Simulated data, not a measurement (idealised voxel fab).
This is a process module. Its name is voxel self aligned vias.
Cross-sectional view cut (width: 295 nm; square cell size: 5 nm).
A cross-section in this document is a grid of square cells, and it is written down as bands, the top band listed before the ones below it; a band is made up of one or more rows of cells. Each band's line starts with the height of the band's top and of its bottom, in nm. Then come its materials from left to right, each with its width in nm. One material with "all across" fills the band from edge to edge. "air" is empty space. Beneath 0, the wafer as received is one material, and that level is where height counting begins. The lowest band goes on downward without a bottom; it is written like "0 nm and below". A width given as "30 to 40" starts at the first number in the band's top row and ends at the second number in its bottom row, shifting by an equal amount at every step from row to row. You'll sometimes find "no change occurred" written for a step, and that's the way of saying that nowhere in the cross-section did a cell change during that step. For the entry "Sealed-off cavities", the listed items are empty spaces with no open way to the top whose size is 8 cells or more; each item follows the pattern width x height at distance, where distance is from the left edge and all three are in nm. Post-settings text on a step line: simulator's own remark regarding the step. If you see "overlay nm" on a step's line and that step has a mask, it's telling you how far right of where it was planned the mask ended up; a negative number means it went left instead.
[The steps planned for the process are as follows]
1 RECEIVE [material Si]
2 CONFORMAL_DEP [material SiO2] [thk nm 15]
3 CONFORMAL_DEP [material SiCN] [thk nm 5]
4 DIRECTIONAL_DEP [material SiO2] [thk nm 20]
5 PATTERN [tone open] [mask id LINES] [material resist] [width nm 30] [pitch nm 65] [thk nm 20] [overlay nm 0]
6 DIRECTIONAL_ETCH [etch materials SiO2] [depth nm 20]
7 STRIP [etch materials resist]
8 CONFORMAL_DEP [material TiN] [thk nm 5]
9 FILL_DEP [material Ru] [thk nm 10]
10 CMP [height nm 40]
11 SELECTIVE_ETCH [etch materials W Ru TiN] [depth nm 10]
12 FILL_DEP [material SiN] [thk nm 10]
13 CMP [height nm 40]
14 DIRECTIONAL_DEP [material SiO2] [thk nm 15]
15 MASKED_ETCH [tone open] [mask id VIAS] [width nm 50] [etch materials SiO2] [depth nm 15] [overlay nm 0]
16 MASKED_ETCH [tone open] [mask id VIAS] [width nm 50] [etch materials SiN] [depth nm 10] [overlay nm 0]
17 CONFORMAL_DEP [material TiN] [thk nm 5]
18 FILL_DEP [material Ru] [thk nm 5]
19 CMP [height nm 55]
20 CONFORMAL_DEP [material SiCN] [thk nm 5]
[Cross-section: wafer on arrival = after step 1]
	0 nm and below = Si all across
	Sealed-off cavities: none
[Result of the module, cross-sectioned: start per above, plan per above, one error in how it was run]
	60 nm to 55 nm = SiCN all across
	55 nm to 40 nm = SiO2 (90), TiN (5), Ru (40), TiN (5), SiO2 (155)
	40 nm to 35 nm = SiN (90), TiN (15), Ru (20), TiN (15), SiN (155)
	35 nm to 30 nm = SiO2 (100), TiN (30), SiO2 (35), SiN (30), SiO2 (100)
	30 nm to 20 nm = SiO2 (100), TiN (5), Ru (20), TiN (5), SiO2 (35), TiN (5), Ru (20), TiN (5), SiO2 (100)
	20 nm to 15 nm = SiO2 (100), TiN (30), SiO2 (35), TiN (30), SiO2 (100)
	15 nm to 10 nm = SiCN all across
	10 nm to 0 nm = SiO2 all across
	0 nm and below = Si all across
	Sealed-off cavities: none
What broke from the plan during processing? the process deviated at step 2: the operation and settings actually run there were CONFORMAL_DEP [material SiO2] [thk nm 10]
